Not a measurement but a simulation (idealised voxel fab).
process module | voxel wiring stack
Section cut is 235 nm wide and gridded with 5 nm square cells.
Each cross-section below is a grid of square cells, stated as bands in top-down order, with one or more rows of cells making up each band. Heads up on the band format: heights come first, top then bottom, in nm. After that it's the materials left to right, each with its width in nm. A single material flagged "all across" fills the whole band edge to edge, and "blank" means there's empty space there. Beneath 0, the wafer as received is one material, and that level is where height counting begins. The lowest band goes on downward without a bottom; it is written like "from 0 down". The expression "30->40" gives the width at the extremes of the band, the first number at its top row of cells and the second at its bottom row, with the width changing by equal amounts from each row to the next in between. "everything unchanged" (step): cross-section cells unchanged, all of them. "Enclosed cavity list" enumerates empty spaces isolated from the top, with no open way to it, that contain at least 8 cells, giving each as width x height at distance from the left edge, all three in nm. The remark found on a step's line after its settings is issued by the simulator itself and pertains to that step. For masked steps, "overlay nm" on the step line gives how far right of plan the mask actually lay; a minus sign means it lay to the left.
The process steps that were planned are listed below:
1) RECEIVE: material Si
2) CONFORMAL_DEP: material SiO2, thk nm 10
3) DIRECTIONAL_DEP: material TiN, thk nm 5
4) DIRECTIONAL_DEP: material W, thk nm 15
5) MASKED_ETCH: tone cover, mask id METAL_1, width nm 20, pitch nm 50, etch materials W, depth nm 15, overlay nm 0
6) MASKED_ETCH: tone cover, mask id METAL_1, width nm 20, pitch nm 50, etch materials TiN, depth nm 5, overlay nm 0
7) FILL_DEP: material SiO2, thk nm 10
8) CMP: height nm 30
9) CONFORMAL_DEP: material SiCN, thk nm 5
10) DIRECTIONAL_DEP: material lowk, thk nm 25
11) MASKED_ETCH: tone open, mask id METAL_2, width nm 20, pitch nm 50, etch materials lowk, depth nm 15, overlay nm 0
12) PATTERN: tone open, mask id METAL_2_HOLES, material resist, width nm 15, pitch nm 50, thk nm 15, overlay nm 0
13) DIRECTIONAL_ETCH: etch materials lowk, depth nm 10
14) DIRECTIONAL_ETCH: etch materials SiCN, depth nm 5
15) STRIP: etch materials resist
16) CONFORMAL_DEP: material TiN, thk nm 5
17) FILL_DEP: material Ru, thk nm 5
18) CMP: height nm 60
19) CONFORMAL_DEP: material SiCN, thk nm 5
20) DIRECTIONAL_DEP: material SiO2, thk nm 20
21) MASKED_ETCH: tone open, mask id PLUG_2, width nm 15, pitch nm 100, etch materials SiO2, depth nm 20, overlay nm 0
22) MASKED_ETCH: tone open, mask id PLUG_2, width nm 15, pitch nm 100, etch materials SiCN, depth nm 5, overlay nm 0
23) CONFORMAL_DEP: material TiN, thk nm 5
24) FILL_DEP: material Cu, thk nm 5
25) CMP: height nm 85
26) CONFORMAL_DEP: material SiN, thk nm 5
27) DIRECTIONAL_DEP: material lowk, thk nm 20
28) DIRECTIONAL_DEP: material aC, thk nm 10
29) PATTERN: tone open, mask id METAL_3, material resist, width nm 20, pitch nm 50, thk nm 30, overlay nm 0
30) DIRECTIONAL_ETCH: etch materials aC, depth nm 10
31) STRIP: etch materials resist
32) DIRECTIONAL_ETCH: etch materials lowk, depth nm 20
33) DIRECTIONAL_ETCH: etch materials SiN, depth nm 5
34) STRIP: etch materials aC
35) CONFORMAL_DEP: material TiN, thk nm 5
36) FILL_DEP: material Cu, thk nm 5
37) CMP: height nm 110
38) EPI: material Ru, thk nm 5
39) FILL_DEP: material SiCN, thk nm 5
First wafer of two (run as planned):
Cross-section: wafer on arrival = after step 1:
> from 0 down  Si all across
> Enclosed cavity list: none
Cross-section of the wafer after step 2:
> from 10 to 0  SiO2 all across
> Under 0: no change, same as before.
Cross-section of the wafer after step 3:
> from 15 to 10  TiN all across
> Under 10: no change, same as before.
Cross-section of the wafer after step 4:
> from 30 to 15  W all across
> Under 15: no change, same as before.
Cross-section of the wafer after step 5:
> from 30 to 15  30 nm blank; 20 nm W; 30 nm blank; 20 nm W; 30 nm blank; 20 nm W; 30 nm blank; 20 nm W; 35 nm blank
> Under 15: no change, same as before.
Cross-section of the wafer after step 6:
> from 30 to 15  30 nm blank; 20 nm W; 30 nm blank; 20 nm W; 30 nm blank; 20 nm W; 30 nm blank; 20 nm W; 35 nm blank
> from 15 to 10  30 nm blank; 20 nm TiN; 30 nm blank; 20 nm TiN; 30 nm blank; 20 nm TiN; 30 nm blank; 20 nm TiN; 35 nm blank
> Under 10: no change, same as before.
Cross-section of the wafer after step 7:
> from 40 to 30  SiO2 all across
> from 30 to 15  30 nm SiO2; 20 nm W; 30 nm SiO2; 20 nm W; 30 nm SiO2; 20 nm W; 30 nm SiO2; 20 nm W; 35 nm SiO2
> from 15 to 10  30 nm SiO2; 20 nm TiN; 30 nm SiO2; 20 nm TiN; 30 nm SiO2; 20 nm TiN; 30 nm SiO2; 20 nm TiN; 35 nm SiO2
> Under 10: no change, same as before.
Cross-section of the wafer after step 8:
> from 30 to 15  30 nm SiO2; 20 nm W; 30 nm SiO2; 20 nm W; 30 nm SiO2; 20 nm W; 30 nm SiO2; 20 nm W; 35 nm SiO2
> Under 15: no change, same as before.
Cross-section of the wafer after step 9:
> from 35 to 30  SiCN all across
> Under 30: no change, same as before.
Cross-section of the wafer after step 10:
> from 60 to 35  lowk all across
> Under 35: no change, same as before.
Cross-section of the wafer after step 11:
> from 60 to 45  30 nm lowk; 20 nm blank; 30 nm lowk; 20 nm blank; 30 nm lowk; 20 nm blank; 30 nm lowk; 20 nm blank; 35 nm lowk
> Under 45: no change, same as before.
Cross-section of the wafer after step 12:
> from 75 to 60  30 nm resist; 15 nm blank; 35 nm resist; 15 nm blank; 35 nm resist; 15 nm blank; 35 nm resist; 15 nm blank; 40 nm resist
> from 60 to 45  30 nm lowk; 15 nm blank; 5 nm resist; 30 nm lowk; 15 nm blank; 5 nm resist; 30 nm lowk; 15 nm blank; 5 nm resist; 30 nm lowk; 15 nm blank; 5 nm resist; 35 nm lowk
> Under 45: no change, same as before.
Cross-section of the wafer after step 13:
> from 75 to 60  30 nm resist; 15 nm blank; 35 nm resist; 15 nm blank; 35 nm resist; 15 nm blank; 35 nm resist; 15 nm blank; 40 nm resist
> from 60 to 45  30 nm lowk; 15 nm blank; 5 nm resist; 30 nm lowk; 15 nm blank; 5 nm resist; 30 nm lowk; 15 nm blank; 5 nm resist; 30 nm lowk; 15 nm blank; 5 nm resist; 35 nm lowk
> from 45 to 35  30 nm lowk; 15 nm blank; 35 nm lowk; 15 nm blank; 35 nm lowk; 15 nm blank; 35 nm lowk; 15 nm blank; 40 nm lowk
> Under 35: no change, same as before.
Cross-section of the wafer after step 14:
> from 75 to 60  30 nm resist; 15 nm blank; 35 nm resist; 15 nm blank; 35 nm resist; 15 nm blank; 35 nm resist; 15 nm blank; 40 nm resist
> from 60 to 45  30 nm lowk; 15 nm blank; 5 nm resist; 30 nm lowk; 15 nm blank; 5 nm resist; 30 nm lowk; 15 nm blank; 5 nm resist; 30 nm lowk; 15 nm blank; 5 nm resist; 35 nm lowk
> from 45 to 35  30 nm lowk; 15 nm blank; 35 nm lowk; 15 nm blank; 35 nm lowk; 15 nm blank; 35 nm lowk; 15 nm blank; 40 nm lowk
> from 35 to 30  30 nm SiCN; 15 nm blank; 35 nm SiCN; 15 nm blank; 35 nm SiCN; 15 nm blank; 35 nm SiCN; 15 nm blank; 40 nm SiCN
> Under 30: no change, same as before.
Cross-section of the wafer after step 15:
> from 60 to 45  30 nm lowk; 20 nm blank; 30 nm lowk; 20 nm blank; 30 nm lowk; 20 nm blank; 30 nm lowk; 20 nm blank; 35 nm lowk
> Under 45: no change, same as before.
Cross-section of the wafer after step 16:
> from 65 to 60  35 nm TiN; 10 nm blank; 40 nm TiN; 10 nm blank; 40 nm TiN; 10 nm blank; 40 nm TiN; 10 nm blank; 40 nm TiN
> from 60 to 50  30 nm lowk; 5 nm TiN; 10 nm blank; 5 nm TiN; 30 nm lowk; 5 nm TiN; 10 nm blank; 5 nm TiN; 30 nm lowk; 5 nm TiN; 10 nm blank; 5 nm TiN; 30 nm lowk; 5 nm TiN; 10 nm blank; 5 nm TiN; 35 nm lowk
> from 50 to 45  30 nm lowk; 5 nm TiN; 5 nm blank; 10 nm TiN; 30 nm lowk; 5 nm TiN; 5 nm blank; 10 nm TiN; 30 nm lowk; 5 nm TiN; 5 nm blank; 10 nm TiN; 30 nm lowk; 5 nm TiN; 5 nm blank; 10 nm TiN; 35 nm lowk
> from 45 to 35  30 nm lowk; 5 nm TiN; 5 nm blank; 5 nm TiN; 35 nm lowk; 5 nm TiN; 5 nm blank; 5 nm TiN; 35 nm lowk; 5 nm TiN; 5 nm blank; 5 nm TiN; 35 nm lowk; 5 nm TiN; 5 nm blank; 5 nm TiN; 40 nm lowk
> from 35 to 30  30 nm SiCN; 15 nm TiN; 35 nm SiCN; 15 nm TiN; 35 nm SiCN; 15 nm TiN; 35 nm SiCN; 15 nm TiN; 40 nm SiCN
> Under 30: no change, same as before.
Cross-section of the wafer after step 17:
> from 70 to 65  Ru all across
> from 65 to 60  35 nm TiN; 10 nm Ru; 40 nm TiN; 10 nm Ru; 40 nm TiN; 10 nm Ru; 40 nm TiN; 10 nm Ru; 40 nm TiN
> from 60 to 50  30 nm lowk; 5 nm TiN; 10 nm Ru; 5 nm TiN; 30 nm lowk; 5 nm TiN; 10 nm Ru; 5 nm TiN; 30 nm lowk; 5 nm TiN; 10 nm Ru; 5 nm TiN; 30 nm lowk; 5 nm TiN; 10 nm Ru; 5 nm TiN; 35 nm lowk
> from 50 to 45  30 nm lowk; 5 nm TiN; 5 nm Ru; 10 nm TiN; 30 nm lowk; 5 nm TiN; 5 nm Ru; 10 nm TiN; 30 nm lowk; 5 nm TiN; 5 nm Ru; 10 nm TiN; 30 nm lowk; 5 nm TiN; 5 nm Ru; 10 nm TiN; 35 nm lowk
> from 45 to 35  30 nm lowk; 5 nm TiN; 5 nm Ru; 5 nm TiN; 35 nm lowk; 5 nm TiN; 5 nm Ru; 5 nm TiN; 35 nm lowk; 5 nm TiN; 5 nm Ru; 5 nm TiN; 35 nm lowk; 5 nm TiN; 5 nm Ru; 5 nm TiN; 40 nm lowk
> Under 35: no change, same as before.
Cross-section of the wafer after step 18:
> from 60 to 50  30 nm lowk; 5 nm TiN; 10 nm Ru; 5 nm TiN; 30 nm lowk; 5 nm TiN; 10 nm Ru; 5 nm TiN; 30 nm lowk; 5 nm TiN; 10 nm Ru; 5 nm TiN; 30 nm lowk; 5 nm TiN; 10 nm Ru; 5 nm TiN; 35 nm lowk
> Under 50: no change, same as before.
Cross-section of the wafer after step 19:
> from 65 to 60  SiCN all across
> Under 60: no change, same as before.
Cross-section of the wafer after step 20:
> from 85 to 65  SiO2 all across
> Under 65: no change, same as before.
Cross-section of the wafer after step 21:
> from 85 to 65  30 nm SiO2; 15 nm blank; 85 nm SiO2; 15 nm blank; 90 nm SiO2
> Under 65: no change, same as before.
Cross-section of the wafer after step 22:
> from 85 to 65  30 nm SiO2; 15 nm blank; 85 nm SiO2; 15 nm blank; 90 nm SiO2
> from 65 to 60  30 nm SiCN; 15 nm blank; 85 nm SiCN; 15 nm blank; 90 nm SiCN
> Under 60: no change, same as before.
Cross-section of the wafer after step 23:
> from 90 to 85  35 nm TiN; 5 nm blank; 95 nm TiN; 5 nm blank; 95 nm TiN
> from 85 to 65  30 nm SiO2; 5 nm TiN; 5 nm blank; 5 nm TiN; 85 nm SiO2; 5 nm TiN; 5 nm blank; 5 nm TiN; 90 nm SiO2
> from 65 to 60  30 nm SiCN; 15 nm TiN; 85 nm SiCN; 15 nm TiN; 90 nm SiCN
> Under 60: no change, same as before.
Cross-section of the wafer after step 24:
> from 95 to 90  Cu all across
> from 90 to 85  35 nm TiN; 5 nm Cu; 95 nm TiN; 5 nm Cu; 95 nm TiN
> from 85 to 65  30 nm SiO2; 5 nm TiN; 5 nm Cu; 5 nm TiN; 85 nm SiO2; 5 nm TiN; 5 nm Cu; 5 nm TiN; 90 nm SiO2
> Under 65: no change, same as before.
Cross-section of the wafer after step 25:
> from 85 to 65  30 nm SiO2; 5 nm TiN; 5 nm Cu; 5 nm TiN; 85 nm SiO2; 5 nm TiN; 5 nm Cu; 5 nm TiN; 90 nm SiO2
> Under 65: no change, same as before.
Cross-section of the wafer after step 26:
> from 90 to 85  SiN all across
> Under 85: no change, same as before.
Cross-section of the wafer after step 27:
> from 110 to 90  lowk all across
> Under 90: no change, same as before.
Cross-section of the wafer after step 28:
> from 120 to 110  aC all across
> Under 110: no change, same as before.
Cross-section of the wafer after step 29:
> from 150 to 120  30 nm resist; 20 nm blank; 30 nm resist; 20 nm blank; 30 nm resist; 20 nm blank; 30 nm resist; 20 nm blank; 35 nm resist
> Under 120: no change, same as before.
Cross-section of the wafer after step 30:
> from 140 to 120  30 nm resist; 20 nm blank; 30 nm resist; 20 nm blank; 30 nm resist; 20 nm blank; 30 nm resist; 20 nm blank; 35 nm resist
> from 120 to 110  30 nm aC; 20 nm blank; 30 nm aC; 20 nm blank; 30 nm aC; 20 nm blank; 30 nm aC; 20 nm blank; 35 nm aC
> Under 110: no change, same as before.
Cross-section of the wafer after step 31:
> from 120 to 110  30 nm aC; 20 nm blank; 30 nm aC; 20 nm blank; 30 nm aC; 20 nm blank; 30 nm aC; 20 nm blank; 35 nm aC
> Under 110: no change, same as before.
Cross-section of the wafer after step 32:
> from 120 to 110  30 nm aC; 20 nm blank; 30 nm aC; 20 nm blank; 30 nm aC; 20 nm blank; 30 nm aC; 20 nm blank; 35 nm aC
> from 110 to 90  30 nm lowk; 20 nm blank; 30 nm lowk; 20 nm blank; 30 nm lowk; 20 nm blank; 30 nm lowk; 20 nm blank; 35 nm lowk
> Under 90: no change, same as before.
Cross-section of the wafer after step 33:
> from 120 to 110  30 nm aC; 20 nm blank; 30 nm aC; 20 nm blank; 30 nm aC; 20 nm blank; 30 nm aC; 20 nm blank; 35 nm aC
> from 110 to 90  30 nm lowk; 20 nm blank; 30 nm lowk; 20 nm blank; 30 nm lowk; 20 nm blank; 30 nm lowk; 20 nm blank; 35 nm lowk
> from 90 to 85  30 nm SiN; 20 nm blank; 30 nm SiN; 20 nm blank; 30 nm SiN; 20 nm blank; 30 nm SiN; 20 nm blank; 35 nm SiN
> Under 85: no change, same as before.
Cross-section of the wafer after step 34:
> from 110 to 90  30 nm lowk; 20 nm blank; 30 nm lowk; 20 nm blank; 30 nm lowk; 20 nm blank; 30 nm lowk; 20 nm blank; 35 nm lowk
> Under 90: no change, same as before.
Cross-section of the wafer after step 35:
> from 115 to 110  35 nm TiN; 10 nm blank; 40 nm TiN; 10 nm blank; 40 nm TiN; 10 nm blank; 40 nm TiN; 10 nm blank; 40 nm TiN
> from 110 to 90  30 nm lowk; 5 nm TiN; 10 nm blank; 5 nm TiN; 30 nm lowk; 5 nm TiN; 10 nm blank; 5 nm TiN; 30 nm lowk; 5 nm TiN; 10 nm blank; 5 nm TiN; 30 nm lowk; 5 nm TiN; 10 nm blank; 5 nm TiN; 35 nm lowk
> from 90 to 85  30 nm SiN; 20 nm TiN; 30 nm SiN; 20 nm TiN; 30 nm SiN; 20 nm TiN; 30 nm SiN; 20 nm TiN; 35 nm SiN
> Under 85: no change, same as before.
Cross-section of the wafer after step 36:
> from 120 to 115  Cu all across
> from 115 to 110  35 nm TiN; 10 nm Cu; 40 nm TiN; 10 nm Cu; 40 nm TiN; 10 nm Cu; 40 nm TiN; 10 nm Cu; 40 nm TiN
> from 110 to 90  30 nm lowk; 5 nm TiN; 10 nm Cu; 5 nm TiN; 30 nm lowk; 5 nm TiN; 10 nm Cu; 5 nm TiN; 30 nm lowk; 5 nm TiN; 10 nm Cu; 5 nm TiN; 30 nm lowk; 5 nm TiN; 10 nm Cu; 5 nm TiN; 35 nm lowk
> Under 90: no change, same as before.
Cross-section of the wafer after step 37:
> from 110 to 90  30 nm lowk; 5 nm TiN; 10 nm Cu; 5 nm TiN; 30 nm lowk; 5 nm TiN; 10 nm Cu; 5 nm TiN; 30 nm lowk; 5 nm TiN; 10 nm Cu; 5 nm TiN; 30 nm lowk; 5 nm TiN; 10 nm Cu; 5 nm TiN; 35 nm lowk
> Under 90: no change, same as before.
Cross-section of the wafer after step 38:
> from 115 to 110  25 nm blank; 30 nm Ru; 20 nm blank; 30 nm Ru; 20 nm blank; 30 nm Ru; 20 nm blank; 30 nm Ru; 30 nm blank
> Under 110: no change, same as before.
Cross-section of the wafer after step 39:
> from 120 to 115  SiCN all across
> from 115 to 110  25 nm SiCN; 30 nm Ru; 20 nm SiCN; 30 nm Ru; 20 nm SiCN; 30 nm Ru; 20 nm SiCN; 30 nm Ru; 30 nm SiCN
> Under 110: no change, same as before.
Wafer two of two - same starting point, same process plan, one mistake in execution; matches wafer one up to and including step 11:
when step 12 should have ended: everything unchanged
when step 13 should have ended:
> from 50 to 35  30 nm lowk; 20 nm blank; 30 nm lowk; 20 nm blank; 30 nm lowk; 20 nm blank; 30 nm lowk; 20 nm blank; 35 nm lowk
> Under 35: no change, same as before.
when step 14 should have ended:
> from 50 to 35  30 nm lowk; 20 nm blank; 30 nm lowk; 20 nm blank; 30 nm lowk; 20 nm blank; 30 nm lowk; 20 nm blank; 35 nm lowk
> from 35 to 30  30 nm SiCN; 20 nm blank; 30 nm SiCN; 20 nm blank; 30 nm SiCN; 20 nm blank; 30 nm SiCN; 20 nm blank; 35 nm SiCN
> Under 30: no change, same as before.
when step 15 should have ended: everything unchanged
when step 16 should have ended:
> from 55 to 50  35 nm TiN; 10 nm blank; 40 nm TiN; 10 nm blank; 40 nm TiN; 10 nm blank; 40 nm TiN; 10 nm blank; 40 nm TiN
> from 50 to 35  30 nm lowk; 5 nm TiN; 10 nm blank; 5 nm TiN; 30 nm lowk; 5 nm TiN; 10 nm blank; 5 nm TiN; 30 nm lowk; 5 nm TiN; 10 nm blank; 5 nm TiN; 30 nm lowk; 5 nm TiN; 10 nm blank; 5 nm TiN; 35 nm lowk
> from 35 to 30  30 nm SiCN; 20 nm TiN; 30 nm SiCN; 20 nm TiN; 30 nm SiCN; 20 nm TiN; 30 nm SiCN; 20 nm TiN; 35 nm SiCN
> Under 30: no change, same as before.
when step 17 should have ended:
> from 60 to 55  Ru all across
> from 55 to 50  35 nm TiN; 10 nm Ru; 40 nm TiN; 10 nm Ru; 40 nm TiN; 10 nm Ru; 40 nm TiN; 10 nm Ru; 40 nm TiN
> from 50 to 35  30 nm lowk; 5 nm TiN; 10 nm Ru; 5 nm TiN; 30 nm lowk; 5 nm TiN; 10 nm Ru; 5 nm TiN; 30 nm lowk; 5 nm TiN; 10 nm Ru; 5 nm TiN; 30 nm lowk; 5 nm TiN; 10 nm Ru; 5 nm TiN; 35 nm lowk
> Under 35: no change, same as before.
when step 18 should have ended: everything unchanged
when step 19 should have ended:
> from 65 to 60  SiCN all across
> Under 60: no change, same as before.
when step 20 should have ended:
> from 85 to 65  SiO2 all across
> Under 65: no change, same as before.
when step 21 should have ended:
> from 85 to 65  30 nm SiO2; 15 nm blank; 85 nm SiO2; 15 nm blank; 90 nm SiO2
> Under 65: no change, same as before.
when step 22 should have ended:
> from 85 to 65  30 nm SiO2; 15 nm blank; 85 nm SiO2; 15 nm blank; 90 nm SiO2
> from 65 to 60  30 nm SiCN; 15 nm blank; 85 nm SiCN; 15 nm blank; 90 nm SiCN
> Under 60: no change, same as before.
when step 23 should have ended:
> from 90 to 85  35 nm TiN; 5 nm blank; 95 nm TiN; 5 nm blank; 95 nm TiN
> from 85 to 65  30 nm SiO2; 5 nm TiN; 5 nm blank; 5 nm TiN; 85 nm SiO2; 5 nm TiN; 5 nm blank; 5 nm TiN; 90 nm SiO2
> from 65 to 60  30 nm SiCN; 15 nm TiN; 85 nm SiCN; 15 nm TiN; 90 nm SiCN
> Under 60: no change, same as before.
when step 24 should have ended:
> from 95 to 90  Cu all across
> from 90 to 85  35 nm TiN; 5 nm Cu; 95 nm TiN; 5 nm Cu; 95 nm TiN
> from 85 to 65  30 nm SiO2; 5 nm TiN; 5 nm Cu; 5 nm TiN; 85 nm SiO2; 5 nm TiN; 5 nm Cu; 5 nm TiN; 90 nm SiO2
> Under 65: no change, same as before.
when step 25 should have ended:
> from 85 to 65  30 nm SiO2; 5 nm TiN; 5 nm Cu; 5 nm TiN; 85 nm SiO2; 5 nm TiN; 5 nm Cu; 5 nm TiN; 90 nm SiO2
> Under 65: no change, same as before.
when step 26 should have ended:
> from 90 to 85  SiN all across
> Under 85: no change, same as before.
when step 27 should have ended:
> from 110 to 90  lowk all across
> Under 90: no change, same as before.
when step 28 should have ended:
> from 120 to 110  aC all across
> Under 110: no change, same as before.
when step 29 should have ended:
> from 150 to 120  30 nm resist; 20 nm blank; 30 nm resist; 20 nm blank; 30 nm resist; 20 nm blank; 30 nm resist; 20 nm blank; 35 nm resist
> Under 120: no change, same as before.
when step 30 should have ended:
> from 140 to 120  30 nm resist; 20 nm blank; 30 nm resist; 20 nm blank; 30 nm resist; 20 nm blank; 30 nm resist; 20 nm blank; 35 nm resist
> from 120 to 110  30 nm aC; 20 nm blank; 30 nm aC; 20 nm blank; 30 nm aC; 20 nm blank; 30 nm aC; 20 nm blank; 35 nm aC
> Under 110: no change, same as before.
when step 31 should have ended:
> from 120 to 110  30 nm aC; 20 nm blank; 30 nm aC; 20 nm blank; 30 nm aC; 20 nm blank; 30 nm aC; 20 nm blank; 35 nm aC
> Under 110: no change, same as before.
when step 32 should have ended:
> from 120 to 110  30 nm aC; 20 nm blank; 30 nm aC; 20 nm blank; 30 nm aC; 20 nm blank; 30 nm aC; 20 nm blank; 35 nm aC
> from 110 to 90  30 nm lowk; 20 nm blank; 30 nm lowk; 20 nm blank; 30 nm lowk; 20 nm blank; 30 nm lowk; 20 nm blank; 35 nm lowk
> Under 90: no change, same as before.
when step 33 should have ended:
> from 120 to 110  30 nm aC; 20 nm blank; 30 nm aC; 20 nm blank; 30 nm aC; 20 nm blank; 30 nm aC; 20 nm blank; 35 nm aC
> from 110 to 90  30 nm lowk; 20 nm blank; 30 nm lowk; 20 nm blank; 30 nm lowk; 20 nm blank; 30 nm lowk; 20 nm blank; 35 nm lowk
> from 90 to 85  30 nm SiN; 20 nm blank; 30 nm SiN; 20 nm blank; 30 nm SiN; 20 nm blank; 30 nm SiN; 20 nm blank; 35 nm SiN
> Under 85: no change, same as before.
when step 34 should have ended:
> from 110 to 90  30 nm lowk; 20 nm blank; 30 nm lowk; 20 nm blank; 30 nm lowk; 20 nm blank; 30 nm lowk; 20 nm blank; 35 nm lowk
> Under 90: no change, same as before.
when step 35 should have ended:
> from 115 to 110  35 nm TiN; 10 nm blank; 40 nm TiN; 10 nm blank; 40 nm TiN; 10 nm blank; 40 nm TiN; 10 nm blank; 40 nm TiN
> from 110 to 90  30 nm lowk; 5 nm TiN; 10 nm blank; 5 nm TiN; 30 nm lowk; 5 nm TiN; 10 nm blank; 5 nm TiN; 30 nm lowk; 5 nm TiN; 10 nm blank; 5 nm TiN; 30 nm lowk; 5 nm TiN; 10 nm blank; 5 nm TiN; 35 nm lowk
> from 90 to 85  30 nm SiN; 20 nm TiN; 30 nm SiN; 20 nm TiN; 30 nm SiN; 20 nm TiN; 30 nm SiN; 20 nm TiN; 35 nm SiN
> Under 85: no change, same as before.
when step 36 should have ended:
> from 120 to 115  Cu all across
> from 115 to 110  35 nm TiN; 10 nm Cu; 40 nm TiN; 10 nm Cu; 40 nm TiN; 10 nm Cu; 40 nm TiN; 10 nm Cu; 40 nm TiN
> from 110 to 90  30 nm lowk; 5 nm TiN; 10 nm Cu; 5 nm TiN; 30 nm lowk; 5 nm TiN; 10 nm Cu; 5 nm TiN; 30 nm lowk; 5 nm TiN; 10 nm Cu; 5 nm TiN; 30 nm lowk; 5 nm TiN; 10 nm Cu; 5 nm TiN; 35 nm lowk
> Under 90: no change, same as before.
when step 37 should have ended:
> from 110 to 90  30 nm lowk; 5 nm TiN; 10 nm Cu; 5 nm TiN; 30 nm lowk; 5 nm TiN; 10 nm Cu; 5 nm TiN; 30 nm lowk; 5 nm TiN; 10 nm Cu; 5 nm TiN; 30 nm lowk; 5 nm TiN; 10 nm Cu; 5 nm TiN; 35 nm lowk
> Under 90: no change, same as before.
when step 38 should have ended:
> from 115 to 110  25 nm blank; 30 nm Ru; 20 nm blank; 30 nm Ru; 20 nm blank; 30 nm Ru; 20 nm blank; 30 nm Ru; 30 nm blank
> Under 110: no change, same as before.
when step 39 should have ended:
> from 120 to 115  SiCN all across
> from 115 to 110  25 nm SiCN; 30 nm Ru; 20 nm SiCN; 30 nm Ru; 20 nm SiCN; 30 nm Ru; 20 nm SiCN; 30 nm Ru; 30 nm SiCN
> Under 110: no change, same as before.
Diagnosis: step 12 of the plan was omitted and not executed
Looking at both finished wafers in cells, the second ends up ahead of or behind the first on some materials: 51 more of Ru, 4 fewer of SiCN, 23 more of TiN, 70 fewer of lowk
